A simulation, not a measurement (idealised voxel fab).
Process module, titled voxel transistor to metal
For reference, the cross-section in this document is cut, with width 270 nm and square cells of 5 nm.
When this document writes out a cross-section, it uses a grid of square cells and lists it as bands, beginning at the top and moving down, with a band standing for one or more rows of cells. For a band, the entry starts with two heights in nm, that of the top and then that of the bottom, and carries on with the band's materials in order from left to right, each alongside its width in nm; the word "everywhere" beside a single material means it fills the band edge to edge, and "air" means empty space. Heights are reckoned from 0. Under this level, the received wafer is all of one material. The bottommost band is open-ended downward, for example "0 and below". The expression "30 to 40" gives the width at the extremes of the band, the first number at its top row of cells and the second at its bottom row, with the width changing by equal amounts from each row to the next in between. For the purposes of this document, the phrase "remains unaltered" attached to a step denotes that no cell within the cross-section was modified by that step. Listed closed voids: empty space of 8 cells or more with no open way to the top, each as width x height at its distance from the left edge, in nm. On a step's line, text after the settings is the simulator commenting on that step. overlay nm: where the mask lay relative to plan, measured to the right, on steps with a mask; negatives go left.

So here's the lineup of process steps we planned
| 1 | RECEIVE, material Si |
| 2 | CONFORMAL_DEP, material SiO2, thk nm 5 |
| 3 | CONFORMAL_DEP, material SiN, thk nm 15 |
| 4 | DIRECTIONAL_DEP, material aC, thk nm 10 |
| 5 | PATTERN, tone cover, mask id ACTIVE, material resist, width nm 105, pitch nm 135, thk nm 25, overlay nm 0 |
| 6 | DIRECTIONAL_ETCH, etch materials aC, depth nm 10 |
| 7 | STRIP, etch materials resist |
| 8 | DIRECTIONAL_ETCH, etch materials SiN, depth nm 15 |
| 9 | DIRECTIONAL_ETCH, etch materials SiO2, depth nm 5 |
| 10 | DIRECTIONAL_ETCH, etch materials Si, depth nm 20 |
| 11 | STRIP, etch materials aC |
| 12 | FILL_DEP, material SiO2, thk nm 5 |
| 13 | CMP, height nm 20 |
| 14 | SELECTIVE_ETCH, etch materials SiO2, depth nm 10 |
| 15 | STRIP, etch materials SiN |
| 16 | SELECTIVE_ETCH, etch materials SiO2, depth nm 5 |
| 17 | OXIDIZE, depth nm 5 |
| 18 | DIRECTIONAL_DEP, material polySi, thk nm 30 |
| 19 | DIRECTIONAL_DEP, material SiCN, thk nm 10 |
| 20 | MASKED_ETCH, tone cover, mask id GATE, width nm 15, pitch nm 135, etch materials SiCN, depth nm 20, overlay nm 0 |
| 21 | MASKED_ETCH, tone cover, mask id GATE, width nm 15, pitch nm 135, etch materials polySi, depth nm 40, overlay nm -10 |
| 22 | CONFORMAL_DEP, material SiN, thk nm 10 |
| 23 | DIRECTIONAL_ETCH, etch materials SiN, depth nm 10 |
| 24 | DIRECTIONAL_ETCH, etch materials SiO2, depth nm 5 |
| 25 | DIRECTIONAL_ETCH, etch materials Si, depth nm 10 |
| 26 | EPI, material nSi, thk nm 10 |
| 27 | FILL_DEP, material SiO2, thk nm 10 |
| 28 | CMP, height nm 40 |
| 29 | DIRECTIONAL_DEP, material SiO2, thk nm 10 |
| 30 | PATTERN, tone open, mask id CONTACT, material resist, width nm 30, thk nm 15, overlay nm 0 |
| 31 | DIRECTIONAL_ETCH, etch materials SiO2, depth nm 55 |
| 32 | STRIP, etch materials resist |
| 33 | CONFORMAL_DEP, material TiN, thk nm 5 |
| 34 | FILL_DEP, material W, thk nm 5 |
| 35 | CMP, height nm 50 |
| 36 | CONFORMAL_DEP, material SiCN, thk nm 5 |
| 37 | DIRECTIONAL_DEP, material lowk, thk nm 20 |
| 38 | PATTERN, tone open, mask id METAL_1, material resist, width nm 15, thk nm 20, overlay nm 0 |
| 39 | DIRECTIONAL_ETCH, etch materials lowk, depth nm 20 |
| 40 | DIRECTIONAL_ETCH, etch materials SiCN, depth nm 5 |
| 41 | STRIP, etch materials resist |
| 42 | CONFORMAL_DEP, material TiN, thk nm 5 |
| 43 | FILL_DEP, material Cu, thk nm 5 |
| 44 | CMP, height nm 75 |
| 45 | EPI, material Ru, thk nm 5 |
| 46 | FILL_DEP, material SiCN, thk nm 5 |
The value of overlay nm given for step 21 in the plan refers to the first wafer; the wafers vary in this setting and are alike at the start.

Received wafers, first of several: cross-section after step 1
  0 and below = Si everywhere
  Listed closed voids: none

First of several wafers: cross-section at the end of the module, after step 46, its last step
  85 down to 80 = SiCN everywhere
  80 down to 75 = 20 nm SiCN  25 nm Ru  45 nm SiCN  25 nm Ru  40 nm SiCN  25 nm Ru  45 nm SiCN  25 nm Ru  20 nm SiCN
  75 down to 55 = 25 nm lowk  5 nm TiN  5 nm Cu  5 nm TiN  55 nm lowk  5 nm TiN  5 nm Cu  5 nm TiN  50 nm lowk  5 nm TiN  5 nm Cu  5 nm TiN  55 nm lowk  5 nm TiN  5 nm Cu  5 nm TiN  25 nm lowk
  55 down to 50 = 25 nm SiCN  15 nm TiN  55 nm SiCN  15 nm TiN  50 nm SiCN  15 nm TiN  55 nm SiCN  15 nm TiN  25 nm SiCN
  50 down to 40 = 25 nm SiO2  5 nm TiN  20 to 15 nm W  5 to 10 nm TiN  25 nm SiO2  5 to 10 nm TiN  20 to 15 nm W  5 nm TiN  50 nm SiO2  5 nm TiN  20 to 15 nm W  5 to 10 nm TiN  25 nm SiO2  5 to 10 nm TiN  20 to 15 nm W  5 nm TiN  25 nm SiO2
  40 down to 30 = 25 nm SiO2  5 nm TiN  15 to 5 nm W  5 to 15 nm TiN  10 nm SiN  15 nm SiCN  10 nm SiN  5 nm TiN  15 nm W  5 nm TiN  50 nm SiO2  5 nm TiN  15 to 5 nm W  5 to 15 nm TiN  10 nm SiN  15 nm SiCN  10 nm SiN  5 nm TiN  15 nm W  5 nm TiN  25 nm SiO2
  30 down to 10 = 25 nm SiO2  5 nm TiN  5 nm W  5 nm TiN  10 nm SiN  25 nm polySi  10 nm SiN  5 nm TiN  15 nm W  5 nm TiN  50 nm SiO2  5 nm TiN  5 nm W  5 nm TiN  10 nm SiN  25 nm polySi  10 nm SiN  5 nm TiN  15 nm W  5 nm TiN  25 nm SiO2
  10 down to 5 = 25 nm SiO2  15 nm TiN  10 nm SiN  25 nm polySi  10 nm SiN  25 nm TiN  50 nm SiO2  15 nm TiN  10 nm SiN  25 nm polySi  10 nm SiN  25 nm TiN  25 nm SiO2
  5 down to 0 = 10 nm SiO2  10 nm SiN  20 nm nSi  10 nm SiN  25 nm polySi  10 nm SiN  10 nm nSi  10 nm TiN  10 nm nSi  10 nm SiN  20 nm SiO2  10 nm SiN  20 nm nSi  10 nm SiN  25 nm polySi  10 nm SiN  10 nm nSi  10 nm TiN  10 nm nSi  10 nm SiN  10 nm SiO2
  0 down to -5 = 20 nm SiO2  20 nm nSi  45 nm SiO2  10 nm nSi  10 nm TiN  10 nm nSi  40 nm SiO2  20 nm nSi  45 nm SiO2  10 nm nSi  10 nm TiN  10 nm nSi  20 nm SiO2
  -5 down to -15 = 15 nm SiO2  5 nm Si  20 nm nSi  45 nm Si  30 nm nSi  5 nm Si  30 nm SiO2  5 nm Si  20 nm nSi  45 nm Si  30 nm nSi  5 nm Si  15 nm SiO2
  -15 down to -20 = 15 nm SiO2  105 nm Si  30 nm SiO2  105 nm Si  15 nm SiO2
  -20 and below = Si everywhere
  Listed closed voids: none

Cross-sectional depiction of the last of several wafers upon completion of the module
  85 down to 80 = SiCN everywhere
  80 down to 75 = 20 nm SiCN  25 nm Ru  45 nm SiCN  25 nm Ru  40 nm SiCN  25 nm Ru  45 nm SiCN  25 nm Ru  20 nm SiCN
  75 down to 55 = 25 nm lowk  5 nm TiN  5 nm Cu  5 nm TiN  55 nm lowk  5 nm TiN  5 nm Cu  5 nm TiN  50 nm lowk  5 nm TiN  5 nm Cu  5 nm TiN  55 nm lowk  5 nm TiN  5 nm Cu  5 nm TiN  25 nm lowk
  55 down to 50 = 25 nm SiCN  15 nm TiN  55 nm SiCN  15 nm TiN  50 nm SiCN  15 nm TiN  55 nm SiCN  15 nm TiN  25 nm SiCN
  50 down to 40 = 25 nm SiO2  5 nm TiN  20 to 15 nm W  5 to 10 nm TiN  25 nm SiO2  5 to 10 nm TiN  20 to 15 nm W  5 nm TiN  50 nm SiO2  5 nm TiN  20 to 15 nm W  5 to 10 nm TiN  25 nm SiO2  5 to 10 nm TiN  20 to 15 nm W  5 nm TiN  25 nm SiO2
  40 down to 30 = 25 nm SiO2  5 nm TiN  15 nm W  5 nm TiN  10 nm SiN  15 nm SiCN  10 nm SiN  5 to 15 nm TiN  15 to 5 nm W  5 nm TiN  50 nm SiO2  5 nm TiN  15 nm W  5 nm TiN  10 nm SiN  15 nm SiCN  10 nm SiN  5 to 15 nm TiN  15 to 5 nm W  5 nm TiN  25 nm SiO2
  30 down to 10 = 25 nm SiO2  5 nm TiN  15 nm W  5 nm TiN  10 nm SiN  25 nm polySi  10 nm SiN  5 nm TiN  5 nm W  5 nm TiN  50 nm SiO2  5 nm TiN  15 nm W  5 nm TiN  10 nm SiN  25 nm polySi  10 nm SiN  5 nm TiN  5 nm W  5 nm TiN  25 nm SiO2
  10 down to 5 = 25 nm SiO2  25 nm TiN  10 nm SiN  25 nm polySi  10 nm SiN  15 nm TiN  50 nm SiO2  25 nm TiN  10 nm SiN  25 nm polySi  10 nm SiN  15 nm TiN  25 nm SiO2
  5 down to 0 = 10 nm SiO2  10 nm SiN  10 nm nSi  10 nm TiN  10 nm nSi  10 nm SiN  25 nm polySi  10 nm SiN  20 nm nSi  10 nm SiN  20 nm SiO2  10 nm SiN  10 nm nSi  10 nm TiN  10 nm nSi  10 nm SiN  25 nm polySi  10 nm SiN  20 nm nSi  10 nm SiN  10 nm SiO2
  0 down to -5 = 20 nm SiO2  10 nm nSi  10 nm TiN  10 nm nSi  45 nm SiO2  20 nm nSi  40 nm SiO2  10 nm nSi  10 nm TiN  10 nm nSi  45 nm SiO2  20 nm nSi  20 nm SiO2
  -5 down to -15 = 15 nm SiO2  5 nm Si  30 nm nSi  45 nm Si  20 nm nSi  5 nm Si  30 nm SiO2  5 nm Si  30 nm nSi  45 nm Si  20 nm nSi  5 nm Si  15 nm SiO2
  -15 down to -20 = 15 nm SiO2  105 nm Si  30 nm SiO2  105 nm Si  15 nm SiO2
  -20 and below = Si everywhere
  Listed closed voids: none

The table below has one row for each wafer; a row shows, as of the end of the module, how many cells of each material the wafer has gained, marked (+), or lost, marked (-), since it was received, and then the wafer's closed voids
overlay nm -10; +16 Cu; +20 Ru; -130 Si; +142 SiCN; +72 SiN; +278 SiO2; +140 TiN; +80 W; +168 lowk; +72 nSi; +60 polySi; Listed closed voids: none
overlay nm -5; +16 Cu; +20 Ru; -134 Si; +142 SiCN; +72 SiN; +276 SiO2; +144 TiN; +90 W; +168 lowk; +76 nSi; +48 polySi; Listed closed voids: none
overlay nm 0; +16 Cu; +20 Ru; -138 Si; +142 SiCN; +72 SiN; +274 SiO2; +148 TiN; +100 W; +168 lowk; +80 nSi; +36 polySi; Listed closed voids: none
overlay nm 5; +16 Cu; +20 Ru; -134 Si; +142 SiCN; +72 SiN; +276 SiO2; +144 TiN; +90 W; +168 lowk; +76 nSi; +48 polySi; Listed closed voids: none
overlay nm 10; +16 Cu; +20 Ru; -130 Si; +142 SiCN; +72 SiN; +278 SiO2; +140 TiN; +80 W; +168 lowk; +72 nSi; +60 polySi; Listed closed voids: none
